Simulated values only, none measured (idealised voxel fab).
The document below concerns the process module designated voxel self aligned contacts.
Displayed cross-section: cut, width of 210 nm, square cells sized 5 nm.
Format of a cross-section: grid, square cells. Given as bands. Order: top down. Band: one or more rows of cells.
Top height, bottom height, nm. Materials left to right, width each, nm. Single material + "throughout" = fills band edge to edge. "empty" = empty.
Ref level 0: as-received wafer is one material below here. Bottom band extends down with no lower bound ("0..down").
Note: "30->40" means the width goes from the first number (top row of the band) to the second number (bottom row) in equal steps per row of cells.
Step marked "remained the same"? Then no cell in the cross-section changed in it.
"Cavities, sealed" - sealed voids, min. 8 cells, no opening to top; format: width x height at distance (distance from left edge; nm throughout).
It should be noted that, on the line of a given step, the content following the step's settings is a remark produced by the simulator itself with respect to that step.
overlay nm: where the mask lay relative to plan, measured to the right, on steps with a mask; negatives go left.
### The following list gives the planned process steps
1. RECEIVE, material Si
2. CONFORMAL_DEP, material SiO2, thk nm 5
3. DIRECTIONAL_DEP, material polySi, thk nm 30
4. DIRECTIONAL_DEP, material SiN, thk nm 15
5. MASKED_ETCH, tone cover, mask id GATE, width nm 30, pitch nm 55, etch materials SiN, depth nm 15, overlay nm 0
6. MASKED_ETCH, tone cover, mask id GATE, width nm 30, pitch nm 55, etch materials polySi, depth nm 30, overlay nm 0
7. CONFORMAL_DEP, material SiN, thk nm 5
8. DIRECTIONAL_ETCH, etch materials SiN, depth nm 5
9. FILL_DEP, material SiO2, thk nm 20
10. CMP, height nm 60
11. MASKED_ETCH, tone open, mask id CONTACT, width nm 35, etch materials SiO2, depth nm 60, overlay nm 0
12. CONFORMAL_DEP, material TiN, thk nm 5
13. FILL_DEP, material Ru, thk nm 5
14. CMP, height nm 60
15. CONFORMAL_DEP, material SiCN, thk nm 5
### Wafer as received: cross-section following step 1
    0..down: Si throughout
    Cavities, sealed: none
### The following cross-section depicts the wafer upon conclusion of the module. Processing commenced from the starting condition illustrated above and adhered to the plan illustrated above, save for one mistake in execution
    65..60: SiCN throughout
    60..50: Ru (80->50) | TiN (5->35) | SiO2 (35) | TiN (5->35) | Ru (85->55)
    50..35: Ru (50) | TiN (5) | SiN (40) | SiO2 (15) | SiN (40) | TiN (5) | Ru (55)
    35..5: Ru (50) | TiN (5) | SiN (5) | polySi (30) | SiN (5) | SiO2 (15) | SiN (5) | polySi (30) | SiN (5) | TiN (5) | Ru (55)
    5..0: TiN (55) | SiO2 (95) | TiN (60)
    0..down: Si throughout
    Cavities, sealed: none
Deviation from plan: for step 11, the planned setting was not used; the step was instead run as MASKED_ETCH, tone cover, mask id CONTACT, width nm 35, etch materials SiO2, depth nm 60, overlay nm 0
